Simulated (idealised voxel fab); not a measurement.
You're looking at the process module voxel capacitor over wiring.
Pictured: cross-section cut, 240 nm wide, on a grid of 5 nm square cells.
Just so we're on the same page, the cross-sections are grids of square cells, and they're listed out in bands top to bottom, each band one or more rows deep. A band entry consists of two parts. The first gives the height of the band's top and the height of its bottom, in nm. The rest lists the band's materials from left to right, each with its width in nm. A single material labelled with the word "edge to edge" fills the band from edge to edge, and the word "air" marks empty space. All heights in this document are referenced to 0, defined as the level beneath which the wafer, as received, consists entirely of one material. The lowest band is not bounded below; it extends indefinitely downward and is written in the form "z 0 and below". Graded width ("30..40"): value in top row of band = first number; value in bottom row = second number; row-to-row change constant. Reading "nothing altered" for a step: not a cell of the cross-section changed in it. Voids not open to the top, 8 cells minimum: see "Listed closed voids". Written width x height at distance; distance is from the left edge; nm. The remark found on a step's line after its settings is issued by the simulator itself and pertains to that step. overlay nm: step with mask; distance mask lay right of planned place; negative value = left of planned place.
The planned process steps are enumerated hereunder
| 1 | RECEIVE [material Si] |
| 2 | CONFORMAL_DEP [material SiO2] [thk nm 15] |
| 3 | CONFORMAL_DEP [material SiN] [thk nm 5] |
| 4 | DIRECTIONAL_DEP [material SiO2] [thk nm 15] |
| 5 | MASKED_ETCH [tone open] [mask id METAL_1] [width nm 20] [pitch nm 70] [etch materials SiO2] [depth nm 15] [overlay nm 0] |
| 6 | MASKED_ETCH [tone open] [mask id METAL_1] [width nm 20] [pitch nm 70] [etch materials SiN] [depth nm 5] [overlay nm 0] |
| 7 | CONFORMAL_DEP [material TiN] [thk nm 5] |
| 8 | FILL_DEP [material W] [thk nm 5] |
| 9 | CMP [height nm 35] |
| 10 | CONFORMAL_DEP [material SiCN] [thk nm 5] |
| 11 | DIRECTIONAL_DEP [material SiO2] [thk nm 10] |
| 12 | PATTERN [tone open] [mask id PLUG_1] [material resist] [width nm 15] [thk nm 20] [overlay nm 0] |
| 13 | DIRECTIONAL_ETCH [etch materials SiO2] [depth nm 10] |
| 14 | DIRECTIONAL_ETCH [etch materials SiCN] [depth nm 5] |
| 15 | STRIP [etch materials resist] |
| 16 | CONFORMAL_DEP [material TiN] [thk nm 5] |
| 17 | FILL_DEP [material Cu] [thk nm 5] |
| 18 | CMP [height nm 50] |
| 19 | DIRECTIONAL_DEP [material TiN] [thk nm 5] |
| 20 | DIRECTIONAL_DEP [material Al2O3] [thk nm 5] |
| 21 | DIRECTIONAL_DEP [material TiN] [thk nm 5] |
| 22 | MASKED_ETCH [tone cover] [mask id UPPER_PLATE] [width nm 55] [etch materials TiN] [depth nm 5] [overlay nm 0] |
| 23 | MASKED_ETCH [tone cover] [mask id UPPER_PLATE] [width nm 55] [etch materials Al2O3] [depth nm 5] [overlay nm 0] |
| 24 | DIRECTIONAL_DEP [material aC] [thk nm 15] |
| 25 | PATTERN [tone cover] [mask id LOWER_PLATE] [material resist] [width nm 65] [thk nm 35] [overlay nm 0] |
| 26 | DIRECTIONAL_ETCH [etch materials aC] [depth nm 15] |
| 27 | STRIP [etch materials resist] |
| 28 | DIRECTIONAL_ETCH [etch materials TiN] [depth nm 5] |
| 29 | STRIP [etch materials aC] |
| 30 | FILL_DEP [material SiO2] [thk nm 20] |
| 31 | CMP [height nm 80] |
| 32 | MASKED_ETCH [tone open] [mask id PLUG_2] [width nm 15] [etch materials SiO2] [depth nm 15] [overlay nm 0] |
| 33 | CONFORMAL_DEP [material TiN] [thk nm 5] |
| 34 | FILL_DEP [material Cu] [thk nm 5] |
| 35 | CMP [height nm 80] |
| 36 | CONFORMAL_DEP [material SiN] [thk nm 5] |
As received, after step 1
* z 0 and below  Si edge to edge
* Listed closed voids: none
Module complete - cross-section of the first of two wafers, run according to plan
* z 85 to 80  SiN edge to edge
* z 80 to 70  90 SiO2 | 5 TiN | 5 Cu | 5 TiN | 135 SiO2
* z 70 to 60  90..80 SiO2 | 15..55 TiN | 135..105 SiO2
* z 60 to 55  80 SiO2 | 55 Al2O3 | 105 SiO2
* z 55 to 50  75 SiO2 | 65 TiN | 100 SiO2
* z 50 to 40  80 SiO2 | 5 TiN | 5 Cu | 5 TiN | 145 SiO2
* z 40 to 35  80 SiCN | 15 TiN | 145 SiCN
* z 35 to 20  75 SiO2 | 5 TiN | 10 W | 5 TiN | 50 SiO2 | 5 TiN | 10 W | 5 TiN | 75 SiO2
* z 20 to 15  75 SiN | 20 TiN | 50 SiN | 20 TiN | 75 SiN
* z 15 to 0  SiO2 edge to edge
* z 0 and below  Si edge to edge
* Listed closed voids: none
Second wafer at the end: like start, like plan, one mistake
* z 85 to 80  SiN edge to edge
* z 80 to 70  90 SiO2 | 5 TiN | 5 Cu | 5 TiN | 135 SiO2
* z 70 to 65  90 SiO2 | 15 TiN | 135 SiO2
* z 65 to 60  SiO2 edge to edge
* z 60 to 55  80 SiO2 | 55 Al2O3 | 105 SiO2
* z 55 to 50  75 SiO2 | 65 TiN | 100 SiO2
* z 50 to 40  80 SiO2 | 5 TiN | 5 Cu | 5 TiN | 145 SiO2
* z 40 to 35  80 SiCN | 15 TiN | 145 SiCN
* z 35 to 20  75 SiO2 | 5 TiN | 10 W | 5 TiN | 50 SiO2 | 5 TiN | 10 W | 5 TiN | 75 SiO2
* z 20 to 15  75 SiN | 20 TiN | 50 SiN | 20 TiN | 75 SiN
* z 15 to 0  SiO2 edge to edge
* z 0 and below  Si edge to edge
* Listed closed voids: none
Deviation from plan: step 21 of the plan never got run, it was skipped over
at the end the second wafer has, in cells: SiO2: 11 more; TiN: 11 fewer
